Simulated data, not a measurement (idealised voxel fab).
Name of the process module below: voxel ribs on slabs
It is cross-section cut that appears here, measuring 155 nm in width, its square cells being 5 nm in size.
Just so we're on the same page, the cross-sections are grids of square cells, and they're listed out in bands top to bottom, each band one or more rows deep.
This entry defines a band. It first specifies the height of the band's top and the height of its bottom in nm, and then specifies the band's materials from left to right, stating each material with its width in nm. The word "edge to edge" identifies a single material that fills the band from edge to edge, while the word "empty" identifies empty space.
Height reference: 0 = level under which incoming wafer is all one material. Lowest band: no bottom, runs on downward, e.g. "0 down".
Top row gets the first number, bottom row gets the second, and each row in between changes by the same step: that is how a band width like "30->40" works.
You'll sometimes find "changes: none" written for a step, and that's the way of saying that nowhere in the cross-section did a cell change during that step.
The entry "Fully sealed cavities" lists the empty spaces that cover at least 8 cells and have no open path to the top. Each is written as width x height at distance, where the distance is measured from the left edge and all three values are in nm.
Past the settings on a step's line: simulator remark, on that step.
overlay nm: right-of-plan distance of the mask on a masked step; negative values mean left-of-plan.

Steps planned for the process
1,RECEIVE (material Si)
2,DIRECTIONAL_DEP (material SiO2; thk nm 25)
3,DIRECTIONAL_DEP (material SiN; thk nm 20)
4,PATTERN (tone cover; mask id RIB; material resist; width nm 20; thk nm 20; overlay nm 0)
5,DIRECTIONAL_ETCH (etch materials SiN; depth nm 10)
6,STRIP (etch materials resist)
7,MASKED_ETCH (tone cover; mask id SLAB; width nm 60; etch materials SiN; depth nm 10; overlay nm 0)
8,FILL_DEP (material SiO2; thk nm 25)
9,CMP (height nm 60)
10,DIRECTIONAL_DEP (material TiN; thk nm 5)
11,MASKED_ETCH (tone cover; mask id HEATER; width nm 30; etch materials TiN; depth nm 5; overlay nm 0)
12,CONFORMAL_DEP (material SiO2; thk nm 5)

Shown in cross-section is the wafer as received, that is, as it stands after step 1
	0 down: Si edge to edge
	Fully sealed cavities: none

First of two wafers, end-of-module section, run followed plan
	70 to 65: 55 empty / 40 SiO2 / 60 empty
	65 to 60: 60 SiO2 / 30 TiN / 65 SiO2
	60 to 45: SiO2 edge to edge
	45 to 35: 65 SiO2 / 20 SiN / 70 SiO2
	35 to 25: 45 SiO2 / 60 SiN / 50 SiO2
	25 to 0: SiO2 edge to edge
	0 down: Si edge to edge
	Fully sealed cavities: none

Second of two wafers, module complete, sectioned: it shares the first wafer's start and plan but was run with one mistake
	70 to 65: 65 SiO2 / 20 empty / 70 SiO2
	65 to 60: 60 TiN / 30 SiO2 / 65 TiN
	60 to 45: SiO2 edge to edge
	45 to 35: 65 SiO2 / 20 SiN / 70 SiO2
	35 to 25: 45 SiO2 / 60 SiN / 50 SiO2
	25 to 0: SiO2 edge to edge
	0 down: Si edge to edge
	Fully sealed cavities: none
What went wrong in running the wafer? step 11 went in with a setting other than planned; the actual run was MASKED_ETCH (tone open; mask id HEATER; width nm 30; etch materials TiN; depth nm 5; overlay nm 0)
Cell-count delta at end, second wafer over first, by material: 19 more of TiN
